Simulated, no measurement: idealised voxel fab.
process module | voxel ribs on slabs
cross-section cut | 165 nm wide | cells 5 nm
A cross-section is a grid of square cells, given in bands from the top down. A band is one or more rows of cells.
Each band's line starts with the height of the band's top and of its bottom, in nm. Then come its materials from left to right, each with its width in nm. One material with "throughout" fills the band from edge to edge. "air" is empty space.
Height 0 is the level under which the wafer as received is all one material. The lowest band goes on downwards, as in "0 down".
A width such as "30 to 40" changes by the same amount from each row of cells to the next, from the band's top row to its bottom row.
"no change" after a step means that no cell of the cross-section changed.
closed voids: empty space of 8 cells or more with no open way to the top, each as width x height at its distance from the left edge, in nm
after a step's settings: what the simulator itself notes on the step
overlay nm, on a step with a mask: how far to the right of its planned place the mask lay; to the left if negative
plan
1 op RECEIVE | material Si
2 op DIRECTIONAL_DEP | material SiO2 | thk nm 25
3 op DIRECTIONAL_DEP | material SiN | thk nm 15
4 op MASKED_ETCH | tone cover | mask id RIB | width nm 25 | etch materials SiN | depth nm 5 | overlay nm 0
5 op PATTERN | tone cover | mask id SLAB | material resist | width nm 55 | thk nm 20 | overlay nm 0
6 op DIRECTIONAL_ETCH | etch materials SiN | depth nm 10
7 op STRIP | etch materials resist
8 op FILL_DEP | material SiO2 | thk nm 15
9 op CMP | height nm 50
10 op DIRECTIONAL_DEP | material TiN | thk nm 5
11 op PATTERN | tone cover | mask id HEATER | material resist | width nm 25 | thk nm 20 | overlay nm 0
12 op DIRECTIONAL_ETCH | etch materials TiN | depth nm 5
13 op STRIP | etch materials resist
14 op CONFORMAL_DEP | material SiN | thk nm 10
varied across the wafers: width nm of step 11. The plan shows the first wafer's value. All wafers start alike
first wafer as received, after step 1
  0 down: Si throughout
  closed voids: none
each wafer at the end: cells of each material gained (+) or lost (-) since it was received, then its closed voids
width nm 25 | +97 SiN | +303 SiO2 | +5 TiN | closed voids: none
width nm 30 | +97 SiN | +303 SiO2 | +6 TiN | closed voids: none
width nm 35 | +97 SiN | +303 SiO2 | +7 TiN | closed voids: none
width nm 40 | +97 SiN | +303 SiO2 | +8 TiN | closed voids: none
width nm 45 | +97 SiN | +303 SiO2 | +9 TiN | closed voids: none
width nm 50 | +97 SiN | +303 SiO2 | +10 TiN | closed voids: none
